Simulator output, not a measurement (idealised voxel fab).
Module name: voxel local oxidation (process module)
Cross-section cut spans 240 nm and uses square cells 5 nm in size.
Cross-sections here: square-cell grids, written as top-down lists of bands, a band being one or more rows of cells. It is stipulated that each band's entry specify, in nanometres, the height of the top of the band and then that of its bottom, followed by the materials of the band in left-to-right sequence, each together with its width in nanometres. A single material marked by the word "everywhere" is understood to fill the band from edge to edge; the word "air" is understood to denote empty space. Heights are expressed relative to 0, this being the level below which the as-received wafer comprises one material exclusively. The lowest band is unbounded in the downward direction and is denoted as in "0 nm and below". Note: "30 to 40" means the width goes from the first number (top row of the band) to the second number (bottom row) in equal steps per row of cells. The designation "everything unchanged", where it is given for a processing step, indicates that no cell of the cross-section was altered in the course of that step. Empty spaces counting at least 8 cells and having no open way to the top are listed in "Enclosed void entries". The notation width x height at distance is used for each, the distance being from the left edge and all three values in nm. Formally, on a step line, whatever follows the settings is a remark that the simulator itself makes on the step. "overlay nm" on a masked step: distance the mask lay right of its planned place, negative for left.
# Process steps foreseen in the plan
1) RECEIVE | material Si
2) CONFORMAL_DEP | material SiO2 | thk nm 5
3) CONFORMAL_DEP | material SiN | thk nm 10
4) PATTERN | tone cover | mask id ACTIVE | material resist | width nm 95 | thk nm 15 | overlay nm 0
5) DIRECTIONAL_ETCH | etch materials SiN | depth nm 10
6) STRIP | etch materials resist
7) SELECTIVE_ETCH | etch materials SiO2 | depth nm 5
8) OXIDIZE | depth nm 10
9) STRIP | etch materials SiN
# Cross-section of the wafer as it came to us, i.e., already through step 1
> 0 nm and below = Si everywhere
> Enclosed void entries: none
# Wafer cross-section at end of module: start and plan as shown above, one execution error
> 5 nm to 0 nm = 70 air | 85 SiO2 | 85 air
> 0 nm to -10 nm = 80 SiO2 | 65 Si | 95 SiO2
> -10 nm and below = Si everywhere
> Enclosed void entries: none
Plan not followed: it should be noted that step 4 was executed with settings other than those planned, the operation and settings actually applied being PATTERN | tone cover | mask id ACTIVE | material resist | width nm 95 | thk nm 15 | overlay nm -5
